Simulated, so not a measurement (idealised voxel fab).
The document below concerns the process module designated voxel self aligned vias.
It is cross-section cut that appears here, measuring 210 nm in width, its square cells being 5 nm in size.
We lay out every cross-section as a grid of square cells and spell it out in bands from the top down, where one band means one or more rows of cells.
Heads up on the band format: heights come first, top then bottom, in nm. After that it's the materials left to right, each with its width in nm. A single material flagged "everywhere" fills the whole band edge to edge, and "air" means there's empty space there.
Heights from 0 (as-received wafer is one material below). Bottom band endless downward, as "top 0, no bottom".
Top row gets the first number, bottom row gets the second, and each row in between changes by the same step: that is how a band width like "30->40" works.
Step note "no modification" = no cross-section cell changed.
"Enclosed internal cavities" contains a list of empty spaces, each no smaller than 8 cells and without an open way to the top, written in the form width x height at distance with the distance from the left edge and all three in nm.
Formally, on a step line, whatever follows the settings is a remark that the simulator itself makes on the step.
What "overlay nm" on a step's line means: if the step has a mask, that mask lay this far to the right of its planned place, or, when the value is negative, to the left.
## Listed below are the process steps as planned
1,op RECEIVE | material Si
2,op CONFORMAL_DEP | material SiO2 | thk nm 15
3,op CONFORMAL_DEP | material SiCN | thk nm 5
4,op DIRECTIONAL_DEP | material SiO2 | thk nm 30
5,op DIRECTIONAL_DEP | material aC | thk nm 15
6,op PATTERN | tone open | mask id LINES | material resist | width nm 30 | pitch nm 65 | thk nm 30 | overlay nm 0
7,op DIRECTIONAL_ETCH | etch materials aC | depth nm 15
8,op STRIP | etch materials resist
9,op DIRECTIONAL_ETCH | etch materials SiO2 | depth nm 30
10,op STRIP | etch materials aC
11,op CONFORMAL_DEP | material TiN | thk nm 5
12,op FILL_DEP | material W | thk nm 10
13,op CMP | height nm 50
14,op SELECTIVE_ETCH | etch materials W Ru TiN | depth nm 5
15,op FILL_DEP | material SiN | thk nm 10
16,op CMP | height nm 50
17,op DIRECTIONAL_DEP | material SiO2 | thk nm 20
18,op PATTERN | tone open | mask id VIAS | material resist | width nm 40 | thk nm 15 | overlay nm 0
19,op DIRECTIONAL_ETCH | etch materials SiO2 | depth nm 20
20,op DIRECTIONAL_ETCH | etch materials SiN | depth nm 5
21,op STRIP | etch materials resist
22,op CONFORMAL_DEP | material TiN | thk nm 5
23,op FILL_DEP | material Ru | thk nm 10
24,op CMP | height nm 70
25,op CONFORMAL_DEP | material SiN | thk nm 5
## First of two wafers, processed according to plan
## Cross-section of the wafer upon arrival, representing the state reached after step 1
top 0, no bottom  Si everywhere
Enclosed internal cavities: none
## Step 2 complete: cross-section through the wafer
top 15, bottom 0  SiO2 everywhere
Below a height of 0, the structure has not been altered.
## Step 3 complete: cross-section through the wafer
top 20, bottom 15  SiCN everywhere
Below a height of 15, the structure has not been altered.
## Step 4 complete: cross-section through the wafer
top 50, bottom 20  SiO2 everywhere
Below a height of 20, the structure has not been altered.
## Step 5 complete: cross-section through the wafer
top 65, bottom 50  aC everywhere
Below a height of 50, the structure has not been altered.
## Step 6 complete: cross-section through the wafer
top 95, bottom 65  resist 55; air 30; resist 35; air 30; resist 60
Below a height of 65, the structure has not been altered.
## Step 7 complete: cross-section through the wafer
top 80, bottom 65  resist 55; air 30; resist 35; air 30; resist 60
top 65, bottom 50  aC 55; air 30; aC 35; air 30; aC 60
Below a height of 50, the structure has not been altered.
## Step 8 complete: cross-section through the wafer
top 65, bottom 50  aC 55; air 30; aC 35; air 30; aC 60
Below a height of 50, the structure has not been altered.
## Step 9 complete: cross-section through the wafer
top 65, bottom 50  aC 55; air 30; aC 35; air 30; aC 60
top 50, bottom 20  SiO2 55; air 30; SiO2 35; air 30; SiO2 60
Below a height of 20, the structure has not been altered.
## Step 10 complete: cross-section through the wafer
top 50, bottom 20  SiO2 55; air 30; SiO2 35; air 30; SiO2 60
Below a height of 20, the structure has not been altered.
## Step 11 complete: cross-section through the wafer
top 55, bottom 50  TiN 60; air 20; TiN 45; air 20; TiN 65
top 50, bottom 25  SiO2 55; TiN 5; air 20; TiN 5; SiO2 35; TiN 5; air 20; TiN 5; SiO2 60
top 25, bottom 20  SiO2 55; TiN 30; SiO2 35; TiN 30; SiO2 60
Below a height of 20, the structure has not been altered.
## Step 12 complete: cross-section through the wafer
top 65, bottom 55  W everywhere
top 55, bottom 50  TiN 60; W 20; TiN 45; W 20; TiN 65
top 50, bottom 25  SiO2 55; TiN 5; W 20; TiN 5; SiO2 35; TiN 5; W 20; TiN 5; SiO2 60
Below a height of 25, the structure has not been altered.
## Step 13 complete: cross-section through the wafer
top 50, bottom 25  SiO2 55; TiN 5; W 20; TiN 5; SiO2 35; TiN 5; W 20; TiN 5; SiO2 60
Below a height of 25, the structure has not been altered.
## Step 14 complete: cross-section through the wafer
top 50, bottom 45  SiO2 55; air 30; SiO2 35; air 30; SiO2 60
Below a height of 45, the structure has not been altered.
## Step 15 complete: cross-section through the wafer
top 60, bottom 50  SiN everywhere
top 50, bottom 45  SiO2 55; SiN 30; SiO2 35; SiN 30; SiO2 60
Below a height of 45, the structure has not been altered.
## Step 16 complete: cross-section through the wafer
top 50, bottom 45  SiO2 55; SiN 30; SiO2 35; SiN 30; SiO2 60
Below a height of 45, the structure has not been altered.
## Step 17 complete: cross-section through the wafer
top 70, bottom 50  SiO2 everywhere
Below a height of 50, the structure has not been altered.
## Step 18 complete: cross-section through the wafer
top 85, bottom 70  resist 50; air 40; resist 120
Below a height of 70, the structure has not been altered.
## Step 19 complete: cross-section through the wafer
top 85, bottom 70  resist 50; air 40; resist 120
top 70, bottom 50  SiO2 50; air 40; SiO2 120
Below a height of 50, the structure has not been altered.
## Step 20 complete: cross-section through the wafer
top 85, bottom 70  resist 50; air 40; resist 120
top 70, bottom 50  SiO2 50; air 40; SiO2 120
top 50, bottom 45  SiO2 55; air 30; SiO2 35; SiN 30; SiO2 60
Below a height of 45, the structure has not been altered.
## Step 21 complete: cross-section through the wafer
top 70, bottom 50  SiO2 50; air 40; SiO2 120
Below a height of 50, the structure has not been altered.
## Step 22 complete: cross-section through the wafer
top 75, bottom 70  TiN 55; air 30; TiN 125
top 70, bottom 55  SiO2 50; TiN 5; air 30; TiN 5; SiO2 120
top 55, bottom 50  SiO2 50; TiN 10; air 20; TiN 10; SiO2 120
top 50, bottom 45  SiO2 55; TiN 30; SiO2 35; SiN 30; SiO2 60
Below a height of 45, the structure has not been altered.
## Step 23 complete: cross-section through the wafer
top 85, bottom 75  Ru everywhere
top 75, bottom 70  TiN 55; Ru 30; TiN 125
top 70, bottom 55  SiO2 50; TiN 5; Ru 30; TiN 5; SiO2 120
top 55, bottom 50  SiO2 50; TiN 10; Ru 20; TiN 10; SiO2 120
Below a height of 50, the structure has not been altered.
## Step 24 complete: cross-section through the wafer
top 70, bottom 55  SiO2 50; TiN 5; Ru 30; TiN 5; SiO2 120
Below a height of 55, the structure has not been altered.
## Step 25 complete: cross-section through the wafer
top 75, bottom 70  SiN everywhere
Below a height of 70, the structure has not been altered.
## Second of two: same start, same plan, one run error; steps up to and including 18 match the first
## Second wafer, cut view, end of step 19 per plan
top 85, bottom 70  resist 50; air 40; resist 120
top 70, bottom 50  SiO2 50; air 40; SiO2 120
top 50, bottom 45  SiO2 50; air 5; SiN 30; air 5; SiO2 30; SiN 30; SiO2 60
top 45, bottom 30  SiO2 50; air 5; TiN 5; W 20; TiN 5; air 5; SiO2 30; TiN 5; W 20; TiN 5; SiO2 60
Below a height of 30, the structure has not been altered.
## Second wafer, cut view, end of step 20 per plan
top 85, bottom 70  resist 50; air 40; resist 120
top 70, bottom 50  SiO2 50; air 40; SiO2 120
top 50, bottom 45  SiO2 50; air 40; SiO2 30; SiN 30; SiO2 60
Below a height of 45, the structure has not been altered.
## Second wafer, cut view, end of step 21 per plan
top 70, bottom 50  SiO2 50; air 40; SiO2 120
Below a height of 50, the structure has not been altered.
## Second wafer, cut view, end of step 22 per plan
top 75, bottom 70  TiN 55; air 30; TiN 125
top 70, bottom 50  SiO2 50; TiN 5; air 30; TiN 5; SiO2 120
top 50, bottom 45  SiO2 50; TiN 40; SiO2 30; SiN 30; SiO2 60
top 45, bottom 30  SiO2 50; TiN 10; W 20; TiN 10; SiO2 30; TiN 5; W 20; TiN 5; SiO2 60
Below a height of 30, the structure has not been altered.
## Second wafer, cut view, end of step 23 per plan
top 85, bottom 75  Ru everywhere
top 75, bottom 70  TiN 55; Ru 30; TiN 125
top 70, bottom 50  SiO2 50; TiN 5; Ru 30; TiN 5; SiO2 120
Below a height of 50, the structure has not been altered.
## Second wafer, cut view, end of step 24 per plan
top 70, bottom 50  SiO2 50; TiN 5; Ru 30; TiN 5; SiO2 120
Below a height of 50, the structure has not been altered.
## Second wafer, cut view, end of step 25 per plan
top 75, bottom 70  SiN everywhere
Below a height of 70, the structure has not been altered.
Finding, execution versus plan: the plan had its step 19 run twice
Materials where the second wafer ends with more or fewer cells than the first: 2 more of Ru | 8 fewer of SiO2 | 6 more of TiN
